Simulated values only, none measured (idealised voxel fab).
The document below concerns the process module designated voxel capacitor over wiring.
FYI the section here is cut, 170 nm wide, cells are 5 nm squares.
Bands, listed from the top down, are how a cross-section gets written in this document; the cross-section itself is a grid of square cells, and a band is one or more rows of them. Band entry format. Leading values: height of top, height of bottom, nm. Remainder: materials in left-to-right order, each with its width in nm. Special words: "all across" on a single material, which then fills the band edge to edge; "air", empty space. All heights in this document are referenced to 0, defined as the level beneath which the wafer, as received, consists entirely of one material. The lowest band is not bounded below; it extends indefinitely downward and is written in the form "0 down". Note: "30->40" means the width goes from the first number (top row of the band) to the second number (bottom row) in equal steps per row of cells. "no change occurred" for a step: no cell of the cross-section changed in that step. If an empty space has no open way to the top and is at least 8 cells in size, "Closed internal cavities" lists it, written width x height at distance, where distance is measured from the left edge and every value is in nm. after a step's settings: what the simulator itself notes on the step. A step's line can hold "overlay nm"; with a mask on that step, the setting says how far right of the planned place the mask lay, while a negative setting says it lay to the left.
-- So here's the lineup of process steps we planned
- 1: RECEIVE [material Si]
- 2: CONFORMAL_DEP [material SiO2] [thk nm 10]
- 3: DIRECTIONAL_DEP [material TiN] [thk nm 5]
- 4: DIRECTIONAL_DEP [material Ru] [thk nm 15]
- 5: DIRECTIONAL_DEP [material aC] [thk nm 15]
- 6: PATTERN [tone cover] [mask id METAL_1] [material resist] [width nm 20] [pitch nm 80] [thk nm 35] [overlay nm 0]
- 7: DIRECTIONAL_ETCH [etch materials aC] [depth nm 15]
- 8: STRIP [etch materials resist]
- 9: DIRECTIONAL_ETCH [etch materials Ru] [depth nm 15]
- 10: DIRECTIONAL_ETCH [etch materials TiN] [depth nm 5]
- 11: STRIP [etch materials aC]
- 12: FILL_DEP [material SiO2] [thk nm 10]
- 13: CMP [height nm 30]
- 14: CONFORMAL_DEP [material SiCN] [thk nm 5]
- 15: DIRECTIONAL_DEP [material lowk] [thk nm 15]
- 16: DIRECTIONAL_DEP [material aC] [thk nm 15]
- 17: PATTERN [tone open] [mask id PLUG_1] [material resist] [width nm 15] [thk nm 30] [overlay nm 0]
- 18: DIRECTIONAL_ETCH [etch materials aC] [depth nm 15]
- 19: STRIP [etch materials resist]
- 20: DIRECTIONAL_ETCH [etch materials lowk] [depth nm 15]
- 21: DIRECTIONAL_ETCH [etch materials SiCN] [depth nm 5]
- 22: STRIP [etch materials aC]
- 23: CONFORMAL_DEP [material TiN] [thk nm 5]
- 24: FILL_DEP [material W] [thk nm 5]
- 25: CMP [height nm 50]
- 26: DIRECTIONAL_DEP [material TiN] [thk nm 10]
- 27: DIRECTIONAL_DEP [material SiN] [thk nm 5]
- 28: DIRECTIONAL_DEP [material TiN] [thk nm 10]
- 29: MASKED_ETCH [tone cover] [mask id UPPER_PLATE] [width nm 65] [etch materials TiN] [depth nm 10] [overlay nm 0]
- 30: MASKED_ETCH [tone cover] [mask id UPPER_PLATE] [width nm 65] [etch materials SiN] [depth nm 5] [overlay nm 0]
- 31: PATTERN [tone cover] [mask id LOWER_PLATE] [material resist] [width nm 75] [thk nm 20] [overlay nm 0]
- 32: DIRECTIONAL_ETCH [etch materials TiN] [depth nm 10]
- 33: STRIP [etch materials resist]
- 34: FILL_DEP [material SiO2] [thk nm 15]
- 35: CMP [height nm 85]
- 36: DIRECTIONAL_DEP [material aC] [thk nm 15]
- 37: PATTERN [tone open] [mask id PLUG_2] [material resist] [width nm 15] [thk nm 30] [overlay nm 0]
- 38: DIRECTIONAL_ETCH [etch materials aC] [depth nm 15]
- 39: STRIP [etch materials resist]
- 40: DIRECTIONAL_ETCH [etch materials SiO2] [depth nm 10]
- 41: STRIP [etch materials aC]
- 42: CONFORMAL_DEP [material TiN] [thk nm 5]
- 43: FILL_DEP [material Cu] [thk nm 5]
- 44: CMP [height nm 85]
- 45: CONFORMAL_DEP [material SiN] [thk nm 5]
-- First wafer out of two, processed as planned
-- Wafer as received: cross-section following step 1
> 0 down = Si all across
> Closed internal cavities: none
-- The wafer, seen in cross-section, after step 2
> 10 to 0 = SiO2 all across
> Under 0: no change, same as before.
-- The wafer, seen in cross-section, after step 3
> 15 to 10 = TiN all across
> Under 10: no change, same as before.
-- The wafer, seen in cross-section, after step 4
> 30 to 15 = Ru all across
> Under 15: no change, same as before.
-- The wafer, seen in cross-section, after step 5
> 45 to 30 = aC all across
> Under 30: no change, same as before.
-- The wafer, seen in cross-section, after step 6
> 80 to 45 = air=35, then resist=20, then air=60, then resist=20, then air=35
> Under 45: no change, same as before.
-- The wafer, seen in cross-section, after step 7
> 65 to 45 = air=35, then resist=20, then air=60, then resist=20, then air=35
> 45 to 30 = air=35, then aC=20, then air=60, then aC=20, then air=35
> Under 30: no change, same as before.
-- The wafer, seen in cross-section, after step 8
> 45 to 30 = air=35, then aC=20, then air=60, then aC=20, then air=35
> Under 30: no change, same as before.
-- The wafer, seen in cross-section, after step 9
> 45 to 30 = air=35, then aC=20, then air=60, then aC=20, then air=35
> 30 to 15 = air=35, then Ru=20, then air=60, then Ru=20, then air=35
> Under 15: no change, same as before.
-- The wafer, seen in cross-section, after step 10
> 45 to 30 = air=35, then aC=20, then air=60, then aC=20, then air=35
> 30 to 15 = air=35, then Ru=20, then air=60, then Ru=20, then air=35
> 15 to 10 = air=35, then TiN=20, then air=60, then TiN=20, then air=35
> Under 10: no change, same as before.
-- The wafer, seen in cross-section, after step 11
> 30 to 15 = air=35, then Ru=20, then air=60, then Ru=20, then air=35
> Under 15: no change, same as before.
-- The wafer, seen in cross-section, after step 12
> 40 to 30 = SiO2 all across
> 30 to 15 = SiO2=35, then Ru=20, then SiO2=60, then Ru=20, then SiO2=35
> 15 to 10 = SiO2=35, then TiN=20, then SiO2=60, then TiN=20, then SiO2=35
> Under 10: no change, same as before.
-- The wafer, seen in cross-section, after step 13
> 30 to 15 = SiO2=35, then Ru=20, then SiO2=60, then Ru=20, then SiO2=35
> Under 15: no change, same as before.
-- The wafer, seen in cross-section, after step 14
> 35 to 30 = SiCN all across
> Under 30: no change, same as before.
-- The wafer, seen in cross-section, after step 15
> 50 to 35 = lowk all across
> Under 35: no change, same as before.
-- The wafer, seen in cross-section, after step 16
> 65 to 50 = aC all across
> Under 50: no change, same as before.
-- The wafer, seen in cross-section, after step 17
> 95 to 65 = resist=40, then air=15, then resist=115
> Under 65: no change, same as before.
-- The wafer, seen in cross-section, after step 18
> 80 to 65 = resist=40, then air=15, then resist=115
> 65 to 50 = aC=40, then air=15, then aC=115
> Under 50: no change, same as before.
-- The wafer, seen in cross-section, after step 19
> 65 to 50 = aC=40, then air=15, then aC=115
> Under 50: no change, same as before.
-- The wafer, seen in cross-section, after step 20
> 65 to 50 = aC=40, then air=15, then aC=115
> 50 to 35 = lowk=40, then air=15, then lowk=115
> Under 35: no change, same as before.
-- The wafer, seen in cross-section, after step 21
> 65 to 50 = aC=40, then air=15, then aC=115
> 50 to 35 = lowk=40, then air=15, then lowk=115
> 35 to 30 = SiCN=40, then air=15, then SiCN=115
> Under 30: no change, same as before.
-- The wafer, seen in cross-section, after step 22
> 50 to 35 = lowk=40, then air=15, then lowk=115
> Under 35: no change, same as before.
-- The wafer, seen in cross-section, after step 23
> 55 to 50 = TiN=45, then air=5, then TiN=120
> 50 to 35 = lowk=40, then TiN=5, then air=5, then TiN=5, then lowk=115
> 35 to 30 = SiCN=40, then TiN=15, then SiCN=115
> Under 30: no change, same as before.
-- The wafer, seen in cross-section, after step 24
> 60 to 55 = W all across
> 55 to 50 = TiN=45, then W=5, then TiN=120
> 50 to 35 = lowk=40, then TiN=5, then W=5, then TiN=5, then lowk=115
> Under 35: no change, same as before.
-- The wafer, seen in cross-section, after step 25
> 50 to 35 = lowk=40, then TiN=5, then W=5, then TiN=5, then lowk=115
> Under 35: no change, same as before.
-- The wafer, seen in cross-section, after step 26
> 60 to 50 = TiN all across
> Under 50: no change, same as before.
-- The wafer, seen in cross-section, after step 27
> 65 to 60 = SiN all across
> Under 60: no change, same as before.
-- The wafer, seen in cross-section, after step 28
> 75 to 65 = TiN all across
> Under 65: no change, same as before.
-- The wafer, seen in cross-section, after step 29
> 75 to 65 = air=40, then TiN=65, then air=65
> Under 65: no change, same as before.
-- The wafer, seen in cross-section, after step 30
> 75 to 65 = air=40, then TiN=65, then air=65
> 65 to 60 = air=40, then SiN=65, then air=65
> Under 60: no change, same as before.
-- The wafer, seen in cross-section, after step 31
> 95 to 75 = air=35, then resist=75, then air=60
> 75 to 65 = air=35, then resist=5, then TiN=65, then resist=5, then air=60
> 65 to 60 = air=35, then resist=5, then SiN=65, then resist=5, then air=60
> Under 60: no change, same as before.
-- The wafer, seen in cross-section, after step 32
> 95 to 75 = air=35, then resist=75, then air=60
> 75 to 65 = air=35, then resist=5, then TiN=65, then resist=5, then air=60
> 65 to 60 = air=35, then resist=5, then SiN=65, then resist=5, then air=60
> 60 to 50 = air=35, then TiN=75, then air=60
> Under 50: no change, same as before.
-- The wafer, seen in cross-section, after step 33
> 75 to 65 = air=40, then TiN=65, then air=65
> 65 to 60 = air=40, then SiN=65, then air=65
> Under 60: no change, same as before.
-- The wafer, seen in cross-section, after step 34
> 90 to 75 = SiO2 all across
> 75 to 65 = SiO2=40, then TiN=65, then SiO2=65
> 65 to 60 = SiO2=40, then SiN=65, then SiO2=65
> 60 to 50 = SiO2=35, then TiN=75, then SiO2=60
> Under 50: no change, same as before.
-- The wafer, seen in cross-section, after step 35
> 85 to 75 = SiO2 all across
> Under 75: no change, same as before.
-- The wafer, seen in cross-section, after step 36
> 100 to 85 = aC all across
> Under 85: no change, same as before.
-- The wafer, seen in cross-section, after step 37
> 130 to 100 = resist=50, then air=15, then resist=105
> Under 100: no change, same as before.
-- The wafer, seen in cross-section, after step 38
> 115 to 100 = resist=50, then air=15, then resist=105
> 100 to 85 = aC=50, then air=15, then aC=105
> Under 85: no change, same as before.
-- The wafer, seen in cross-section, after step 39
> 100 to 85 = aC=50, then air=15, then aC=105
> Under 85: no change, same as before.
-- The wafer, seen in cross-section, after step 40
> 100 to 85 = aC=50, then air=15, then aC=105
> 85 to 75 = SiO2=50, then air=15, then SiO2=105
> Under 75: no change, same as before.
-- The wafer, seen in cross-section, after step 41
> 85 to 75 = SiO2=50, then air=15, then SiO2=105
> Under 75: no change, same as before.
-- The wafer, seen in cross-section, after step 42
> 90 to 85 = TiN=55, then air=5, then TiN=110
> 85 to 80 = SiO2=50, then TiN=5, then air=5, then TiN=5, then SiO2=105
> 80 to 75 = SiO2=50, then TiN=15, then SiO2=105
> Under 75: no change, same as before.
-- The wafer, seen in cross-section, after step 43
> 95 to 90 = Cu all across
> 90 to 85 = TiN=55, then Cu=5, then TiN=110
> 85 to 80 = SiO2=50, then TiN=5, then Cu=5, then TiN=5, then SiO2=105
> Under 80: no change, same as before.
-- The wafer, seen in cross-section, after step 44
> 85 to 80 = SiO2=50, then TiN=5, then Cu=5, then TiN=5, then SiO2=105
> Under 80: no change, same as before.
-- The wafer, seen in cross-section, after step 45
> 90 to 85 = SiN all across
> Under 85: no change, same as before.
-- Second wafer, same starting conditions and recipe as the first, one mistake in executing it, nothing differs from the first up to and including step 36
-- Second wafer, sectioned view, at step 37's planned end time
> 130 to 100 = air=50, then resist=15, then air=105
> Under 100: no change, same as before.
-- Second wafer, sectioned view, at step 38's planned end time
> 115 to 100 = air=50, then resist=15, then air=105
> 100 to 85 = air=50, then aC=15, then air=105
> Under 85: no change, same as before.
-- Second wafer, sectioned view, at step 39's planned end time
> 100 to 85 = air=50, then aC=15, then air=105
> Under 85: no change, same as before.
-- Second wafer, sectioned view, at step 40's planned end time
> 100 to 85 = air=50, then aC=15, then air=105
> 85 to 75 = air=50, then SiO2=15, then air=105
> Under 75: no change, same as before.
-- Second wafer, sectioned view, at step 41's planned end time
> 85 to 75 = air=50, then SiO2=15, then air=105
> Under 75: no change, same as before.
-- Second wafer, sectioned view, at step 42's planned end time
> 90 to 85 = air=45, then TiN=25, then air=100
> 85 to 80 = air=45, then TiN=5, then SiO2=15, then TiN=5, then air=100
> 80 to 75 = TiN=50, then SiO2=15, then TiN=105
> Under 75: no change, same as before.
-- Second wafer, sectioned view, at step 43's planned end time
> 95 to 90 = Cu all across
> 90 to 85 = Cu=45, then TiN=25, then Cu=100
> 85 to 80 = Cu=45, then TiN=5, then SiO2=15, then TiN=5, then Cu=100
> Under 80: no change, same as before.
-- Second wafer, sectioned view, at step 44's planned end time
> 85 to 80 = Cu=45, then TiN=5, then SiO2=15, then TiN=5, then Cu=100
> Under 80: no change, same as before.
-- Second wafer, sectioned view, at step 45's planned end time
> 90 to 85 = SiN all across
> Under 85: no change, same as before.
Want to know what went wrong? step 37 did not use the planned setting and instead ran as PATTERN [tone cover] [mask id PLUG_2] [material resist] [width nm 15] [thk nm 30] [overlay nm 0]
Materials where the second wafer ends with more or fewer cells than the first: +28 Cu, -56 SiO2, +28 TiN
